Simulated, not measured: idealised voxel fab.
Process module in this document: voxel capacitor over wiring
Cross-sectional view cut (width: 270 nm; square cell size: 5 nm).
Cross-sections here: square-cell grids, written as top-down lists of bands, a band being one or more rows of cells. Quick guide to a band line: top height, bottom height (nm) up front; then every material left to right with its width in nm. Only one material and it's marked "all across"? Then it fills the band edge to edge. And "blank" just means empty space. Counting heights begins at 0, where everything beneath is, in the wafer as received, one material. The lowest band has no bottom; it goes on downwards, as "0 down" shows. Read "30 to 40" as a graded width: first number on top, second number at the bottom, same change between each pair of neighbouring rows. "no change" means the step left every cell of the cross-section as it was. Empty spaces without an open route to the top, at least 8 cells in extent, make up the entry "Sealed internal voids"; each is given as width x height at distance, where the distance is measured from the left edge, and all are in nm. On a step's line, text after the settings is the simulator commenting on that step. When a step includes a mask, the "overlay nm" setting on its line states how far to the right of its planned place that mask lay, and negative values state how far to the left.

Here's what the planned process steps look like:
step 1: RECEIVE | material Si
step 2: CONFORMAL_DEP | material SiO2 | thk nm 15
step 3: CONFORMAL_DEP | material SiCN | thk nm 5
step 4: DIRECTIONAL_DEP | material SiO2 | thk nm 15
step 5: DIRECTIONAL_DEP | material aC | thk nm 10
step 6: PATTERN | tone open | mask id METAL_1 | material resist | width nm 25 | pitch nm 90 | thk nm 25 | overlay nm 0
step 7: DIRECTIONAL_ETCH | etch materials aC | depth nm 10
step 8: STRIP | etch materials resist
step 9: DIRECTIONAL_ETCH | etch materials SiO2 | depth nm 15
step 10: DIRECTIONAL_ETCH | etch materials SiCN | depth nm 5
step 11: STRIP | etch materials aC
step 12: CONFORMAL_DEP | material TiN | thk nm 5
step 13: FILL_DEP | material Ru | thk nm 5
step 14: CMP | height nm 35
step 15: CONFORMAL_DEP | material SiCN | thk nm 5
step 16: DIRECTIONAL_DEP | material SiO2 | thk nm 20
step 17: MASKED_ETCH | tone open | mask id PLUG_1 | width nm 15 | etch materials SiO2 | depth nm 20 | overlay nm 0
step 18: MASKED_ETCH | tone open | mask id PLUG_1 | width nm 15 | etch materials SiCN | depth nm 5 | overlay nm 0
step 19: CONFORMAL_DEP | material TiN | thk nm 5
step 20: FILL_DEP | material Cu | thk nm 5
step 21: CMP | height nm 60
step 22: DIRECTIONAL_DEP | material TiN | thk nm 10
step 23: DIRECTIONAL_DEP | material HfO2 | thk nm 5
step 24: DIRECTIONAL_DEP | material TiN | thk nm 5
step 25: DIRECTIONAL_DEP | material aC | thk nm 10
step 26: PATTERN | tone cover | mask id UPPER_PLATE | material resist | width nm 70 | thk nm 25 | overlay nm 0
step 27: DIRECTIONAL_ETCH | etch materials aC | depth nm 10
step 28: STRIP | etch materials resist
step 29: DIRECTIONAL_ETCH | etch materials TiN | depth nm 5
step 30: DIRECTIONAL_ETCH | etch materials HfO2 | depth nm 5
step 31: STRIP | etch materials aC
step 32: DIRECTIONAL_DEP | material aC | thk nm 15
step 33: PATTERN | tone cover | mask id LOWER_PLATE | material resist | width nm 80 | thk nm 30 | overlay nm 0
step 34: DIRECTIONAL_ETCH | etch materials aC | depth nm 15
step 35: STRIP | etch materials resist
step 36: DIRECTIONAL_ETCH | etch materials TiN | depth nm 10
step 37: STRIP | etch materials aC
step 38: FILL_DEP | material SiO2 | thk nm 20
step 39: CMP | height nm 95
step 40: MASKED_ETCH | tone open | mask id PLUG_2 | width nm 15 | etch materials SiO2 | depth nm 15 | overlay nm 0
step 41: CONFORMAL_DEP | material TiN | thk nm 5
step 42: FILL_DEP | material W | thk nm 5
step 43: CMP | height nm 95
step 44: CONFORMAL_DEP | material SiCN | thk nm 5

The first of the two wafers, which ran as planned:

Cross-section, incoming material, after step 1:
    0 down | Si all across
    Sealed internal voids: none

The wafer in cross-section once step 2 is complete:
    15 to 0 | SiO2 all across
    Heights below 0 show no change.

The wafer in cross-section once step 3 is complete:
    20 to 15 | SiCN all across
    Heights below 15 show no change.

The wafer in cross-section once step 4 is complete:
    35 to 20 | SiO2 all across
    Heights below 20 show no change.

The wafer in cross-section once step 5 is complete:
    45 to 35 | aC all across
    Heights below 35 show no change.

The wafer in cross-section once step 6 is complete:
    70 to 45 | resist: 75, blank: 25, resist: 65, blank: 25, resist: 80
    Heights below 45 show no change.

The wafer in cross-section once step 7 is complete:
    60 to 45 | resist: 75, blank: 25, resist: 65, blank: 25, resist: 80
    45 to 35 | aC: 75, blank: 25, aC: 65, blank: 25, aC: 80
    Heights below 35 show no change.

The wafer in cross-section once step 8 is complete:
    45 to 35 | aC: 75, blank: 25, aC: 65, blank: 25, aC: 80
    Heights below 35 show no change.

The wafer in cross-section once step 9 is complete:
    45 to 35 | aC: 75, blank: 25, aC: 65, blank: 25, aC: 80
    35 to 20 | SiO2: 75, blank: 25, SiO2: 65, blank: 25, SiO2: 80
    Heights below 20 show no change.

The wafer in cross-section once step 10 is complete:
    45 to 35 | aC: 75, blank: 25, aC: 65, blank: 25, aC: 80
    35 to 20 | SiO2: 75, blank: 25, SiO2: 65, blank: 25, SiO2: 80
    20 to 15 | SiCN: 75, blank: 25, SiCN: 65, blank: 25, SiCN: 80
    Heights below 15 show no change.

The wafer in cross-section once step 11 is complete:
    35 to 20 | SiO2: 75, blank: 25, SiO2: 65, blank: 25, SiO2: 80
    Heights below 20 show no change.

The wafer in cross-section once step 12 is complete:
    40 to 35 | TiN: 80, blank: 15, TiN: 75, blank: 15, TiN: 85
    35 to 20 | SiO2: 75, TiN: 5, blank: 15, TiN: 5, SiO2: 65, TiN: 5, blank: 15, TiN: 5, SiO2: 80
    20 to 15 | SiCN: 75, TiN: 25, SiCN: 65, TiN: 25, SiCN: 80
    Heights below 15 show no change.

The wafer in cross-section once step 13 is complete:
    45 to 40 | Ru all across
    40 to 35 | TiN: 80, Ru: 15, TiN: 75, Ru: 15, TiN: 85
    35 to 20 | SiO2: 75, TiN: 5, Ru: 15, TiN: 5, SiO2: 65, TiN: 5, Ru: 15, TiN: 5, SiO2: 80
    Heights below 20 show no change.

The wafer in cross-section once step 14 is complete:
    35 to 20 | SiO2: 75, TiN: 5, Ru: 15, TiN: 5, SiO2: 65, TiN: 5, Ru: 15, TiN: 5, SiO2: 80
    Heights below 20 show no change.

The wafer in cross-section once step 15 is complete:
    40 to 35 | SiCN all across
    Heights below 35 show no change.

The wafer in cross-section once step 16 is complete:
    60 to 40 | SiO2 all across
    Heights below 40 show no change.

The wafer in cross-section once step 17 is complete:
    60 to 40 | SiO2: 85, blank: 15, SiO2: 170
    Heights below 40 show no change.

The wafer in cross-section once step 18 is complete:
    60 to 40 | SiO2: 85, blank: 15, SiO2: 170
    40 to 35 | SiCN: 85, blank: 15, SiCN: 170
    Heights below 35 show no change.

The wafer in cross-section once step 19 is complete:
    65 to 60 | TiN: 90, blank: 5, TiN: 175
    60 to 40 | SiO2: 85, TiN: 5, blank: 5, TiN: 5, SiO2: 170
    40 to 35 | SiCN: 85, TiN: 15, SiCN: 170
    Heights below 35 show no change.

The wafer in cross-section once step 20 is complete:
    70 to 65 | Cu all across
    65 to 60 | TiN: 90, Cu: 5, TiN: 175
    60 to 40 | SiO2: 85, TiN: 5, Cu: 5, TiN: 5, SiO2: 170
    Heights below 40 show no change.

The wafer in cross-section once step 21 is complete:
    60 to 40 | SiO2: 85, TiN: 5, Cu: 5, TiN: 5, SiO2: 170
    Heights below 40 show no change.

The wafer in cross-section once step 22 is complete:
    70 to 60 | TiN all across
    Heights below 60 show no change.

The wafer in cross-section once step 23 is complete:
    75 to 70 | HfO2 all across
    Heights below 70 show no change.

The wafer in cross-section once step 24 is complete:
    80 to 75 | TiN all across
    Heights below 75 show no change.

The wafer in cross-section once step 25 is complete:
    90 to 80 | aC all across
    Heights below 80 show no change.

The wafer in cross-section once step 26 is complete:
    115 to 90 | blank: 85, resist: 70, blank: 115
    Heights below 90 show no change.

The wafer in cross-section once step 27 is complete:
    105 to 90 | blank: 85, resist: 70, blank: 115
    90 to 80 | blank: 85, aC: 70, blank: 115
    Heights below 80 show no change.

The wafer in cross-section once step 28 is complete:
    90 to 80 | blank: 85, aC: 70, blank: 115
    Heights below 80 show no change.

The wafer in cross-section once step 29 is complete:
    90 to 80 | blank: 85, aC: 70, blank: 115
    80 to 75 | blank: 85, TiN: 70, blank: 115
    Heights below 75 show no change.

The wafer in cross-section once step 30 is complete:
    90 to 80 | blank: 85, aC: 70, blank: 115
    80 to 75 | blank: 85, TiN: 70, blank: 115
    75 to 70 | blank: 85, HfO2: 70, blank: 115
    Heights below 70 show no change.

The wafer in cross-section once step 31 is complete:
    80 to 75 | blank: 85, TiN: 70, blank: 115
    Heights below 75 show no change.

The wafer in cross-section once step 32 is complete:
    95 to 85 | blank: 85, aC: 70, blank: 115
    85 to 80 | aC all across
    80 to 75 | aC: 85, TiN: 70, aC: 115
    75 to 70 | aC: 85, HfO2: 70, aC: 115
    Heights below 70 show no change.

The wafer in cross-section once step 33 is complete:
    125 to 95 | blank: 80, resist: 80, blank: 110
    95 to 85 | blank: 80, resist: 5, aC: 70, resist: 5, blank: 110
    Heights below 85 show no change.

The wafer in cross-section once step 34 is complete:
    110 to 95 | blank: 80, resist: 80, blank: 110
    95 to 85 | blank: 80, resist: 5, aC: 70, resist: 5, blank: 110
    85 to 80 | blank: 80, aC: 80, blank: 110
    80 to 75 | blank: 80, aC: 5, TiN: 70, aC: 5, blank: 110
    75 to 70 | blank: 80, aC: 5, HfO2: 70, aC: 5, blank: 110
    Heights below 70 show no change.

The wafer in cross-section once step 35 is complete:
    95 to 85 | blank: 85, aC: 70, blank: 115
    Heights below 85 show no change.

The wafer in cross-section once step 36 is complete:
    95 to 85 | blank: 85, aC: 70, blank: 115
    85 to 80 | blank: 80, aC: 80, blank: 110
    80 to 75 | blank: 80, aC: 5, TiN: 70, aC: 5, blank: 110
    75 to 70 | blank: 80, aC: 5, HfO2: 70, aC: 5, blank: 110
    70 to 60 | blank: 80, TiN: 80, blank: 110
    Heights below 60 show no change.

The wafer in cross-section once step 37 is complete:
    80 to 75 | blank: 85, TiN: 70, blank: 115
    75 to 70 | blank: 85, HfO2: 70, blank: 115
    Heights below 70 show no change.

The wafer in cross-section once step 38 is complete:
    100 to 80 | SiO2 all across
    80 to 75 | SiO2: 85, TiN: 70, SiO2: 115
    75 to 70 | SiO2: 85, HfO2: 70, SiO2: 115
    70 to 60 | SiO2: 80, TiN: 80, SiO2: 110
    Heights below 60 show no change.

The wafer in cross-section once step 39 is complete:
    95 to 80 | SiO2 all across
    Heights below 80 show no change.

The wafer in cross-section once step 40 is complete:
    95 to 80 | SiO2: 95, blank: 15, SiO2: 160
    Heights below 80 show no change.

The wafer in cross-section once step 41 is complete:
    100 to 95 | TiN: 100, blank: 5, TiN: 165
    95 to 85 | SiO2: 95, TiN: 5, blank: 5, TiN: 5, SiO2: 160
    85 to 75 | SiO2: 95 to 85, TiN: 15 to 70, SiO2: 160 to 115
    Heights below 75 show no change.

The wafer in cross-section once step 42 is complete:
    105 to 100 | W all across
    100 to 95 | TiN: 100, W: 5, TiN: 165
    95 to 85 | SiO2: 95, TiN: 5, W: 5, TiN: 5, SiO2: 160
    Heights below 85 show no change.

The wafer in cross-section once step 43 is complete:
    95 to 85 | SiO2: 95, TiN: 5, W: 5, TiN: 5, SiO2: 160
    Heights below 85 show no change.

The wafer in cross-section once step 44 is complete:
    100 to 95 | SiCN all across
    Heights below 95 show no change.

It is to be noted that the second wafer proceeded from the same initial state and according to the same plan as the first, although one mistake was committed in its execution; through step 16, inclusive, the two wafers share an identical history:

Second wafer, cut view, end of step 17 per plan:
    60 to 40 | blank: 85, SiO2: 15, blank: 170
    Heights below 40 show no change.

Second wafer, cut view, end of step 18 per plan: no change

Second wafer, cut view, end of step 19 per plan:
    65 to 60 | blank: 80, TiN: 25, blank: 165
    60 to 45 | blank: 80, TiN: 5, SiO2: 15, TiN: 5, blank: 165
    45 to 40 | TiN: 85, SiO2: 15, TiN: 170
    Heights below 40 show no change.

Second wafer, cut view, end of step 20 per plan:
    70 to 65 | Cu all across
    65 to 60 | Cu: 80, TiN: 25, Cu: 165
    60 to 45 | Cu: 80, TiN: 5, SiO2: 15, TiN: 5, Cu: 165
    Heights below 45 show no change.

Second wafer, cut view, end of step 21 per plan:
    60 to 45 | Cu: 80, TiN: 5, SiO2: 15, TiN: 5, Cu: 165
    Heights below 45 show no change.

Second wafer, cut view, end of step 22 per plan:
    70 to 60 | TiN all across
    Heights below 60 show no change.

Second wafer, cut view, end of step 23 per plan:
    75 to 70 | HfO2 all across
    Heights below 70 show no change.

Second wafer, cut view, end of step 24 per plan:
    80 to 75 | TiN all across
    Heights below 75 show no change.

Second wafer, cut view, end of step 25 per plan:
    90 to 80 | aC all across
    Heights below 80 show no change.

Second wafer, cut view, end of step 26 per plan:
    115 to 90 | blank: 85, resist: 70, blank: 115
    Heights below 90 show no change.

Second wafer, cut view, end of step 27 per plan:
    105 to 90 | blank: 85, resist: 70, blank: 115
    90 to 80 | blank: 85, aC: 70, blank: 115
    Heights below 80 show no change.

Second wafer, cut view, end of step 28 per plan:
    90 to 80 | blank: 85, aC: 70, blank: 115
    Heights below 80 show no change.

Second wafer, cut view, end of step 29 per plan:
    90 to 80 | blank: 85, aC: 70, blank: 115
    80 to 75 | blank: 85, TiN: 70, blank: 115
    Heights below 75 show no change.

Second wafer, cut view, end of step 30 per plan:
    90 to 80 | blank: 85, aC: 70, blank: 115
    80 to 75 | blank: 85, TiN: 70, blank: 115
    75 to 70 | blank: 85, HfO2: 70, blank: 115
    Heights below 70 show no change.

Second wafer, cut view, end of step 31 per plan:
    80 to 75 | blank: 85, TiN: 70, blank: 115
    Heights below 75 show no change.

Second wafer, cut view, end of step 32 per plan:
    95 to 85 | blank: 85, aC: 70, blank: 115
    85 to 80 | aC all across
    80 to 75 | aC: 85, TiN: 70, aC: 115
    75 to 70 | aC: 85, HfO2: 70, aC: 115
    Heights below 70 show no change.

Second wafer, cut view, end of step 33 per plan:
    125 to 95 | blank: 80, resist: 80, blank: 110
    95 to 85 | blank: 80, resist: 5, aC: 70, resist: 5, blank: 110
    Heights below 85 show no change.

Second wafer, cut view, end of step 34 per plan:
    110 to 95 | blank: 80, resist: 80, blank: 110
    95 to 85 | blank: 80, resist: 5, aC: 70, resist: 5, blank: 110
    85 to 80 | blank: 80, aC: 80, blank: 110
    80 to 75 | blank: 80, aC: 5, TiN: 70, aC: 5, blank: 110
    75 to 70 | blank: 80, aC: 5, HfO2: 70, aC: 5, blank: 110
    Heights below 70 show no change.

Second wafer, cut view, end of step 35 per plan:
    95 to 85 | blank: 85, aC: 70, blank: 115
    Heights below 85 show no change.

Second wafer, cut view, end of step 36 per plan:
    95 to 85 | blank: 85, aC: 70, blank: 115
    85 to 80 | blank: 80, aC: 80, blank: 110
    80 to 75 | blank: 80, aC: 5, TiN: 70, aC: 5, blank: 110
    75 to 70 | blank: 80, aC: 5, HfO2: 70, aC: 5, blank: 110
    70 to 60 | blank: 80, TiN: 80, blank: 110
    Heights below 60 show no change.

Second wafer, cut view, end of step 37 per plan:
    80 to 75 | blank: 85, TiN: 70, blank: 115
    75 to 70 | blank: 85, HfO2: 70, blank: 115
    Heights below 70 show no change.

Second wafer, cut view, end of step 38 per plan:
    100 to 80 | SiO2 all across
    80 to 75 | SiO2: 85, TiN: 70, SiO2: 115
    75 to 70 | SiO2: 85, HfO2: 70, SiO2: 115
    70 to 60 | SiO2: 80, TiN: 80, SiO2: 110
    Heights below 60 show no change.

Second wafer, cut view, end of step 39 per plan:
    95 to 80 | SiO2 all across
    Heights below 80 show no change.

Second wafer, cut view, end of step 40 per plan:
    95 to 80 | SiO2: 95, blank: 15, SiO2: 160
    Heights below 80 show no change.

Second wafer, cut view, end of step 41 per plan:
    100 to 95 | TiN: 100, blank: 5, TiN: 165
    95 to 85 | SiO2: 95, TiN: 5, blank: 5, TiN: 5, SiO2: 160
    85 to 75 | SiO2: 95 to 85, TiN: 15 to 70, SiO2: 160 to 115
    Heights below 75 show no change.

Second wafer, cut view, end of step 42 per plan:
    105 to 100 | W all across
    100 to 95 | TiN: 100, W: 5, TiN: 165
    95 to 85 | SiO2: 95, TiN: 5, W: 5, TiN: 5, SiO2: 160
    Heights below 85 show no change.

Second wafer, cut view, end of step 43 per plan:
    95 to 85 | SiO2: 95, TiN: 5, W: 5, TiN: 5, SiO2: 160
    Heights below 85 show no change.

Second wafer, cut view, end of step 44 per plan:
    100 to 95 | SiCN all across
    Heights below 95 show no change.
Where did the run depart from the plan? step 17, actual vs plan mismatch, actual run MASKED_ETCH | tone cover | mask id PLUG_1 | width nm 15 | etch materials SiO2 | depth nm 20 | overlay nm 0
Final tally in cells, some materials are higher or lower on the second wafer than on the first: +143 Cu | +3 SiCN | -192 SiO2 | +46 TiN
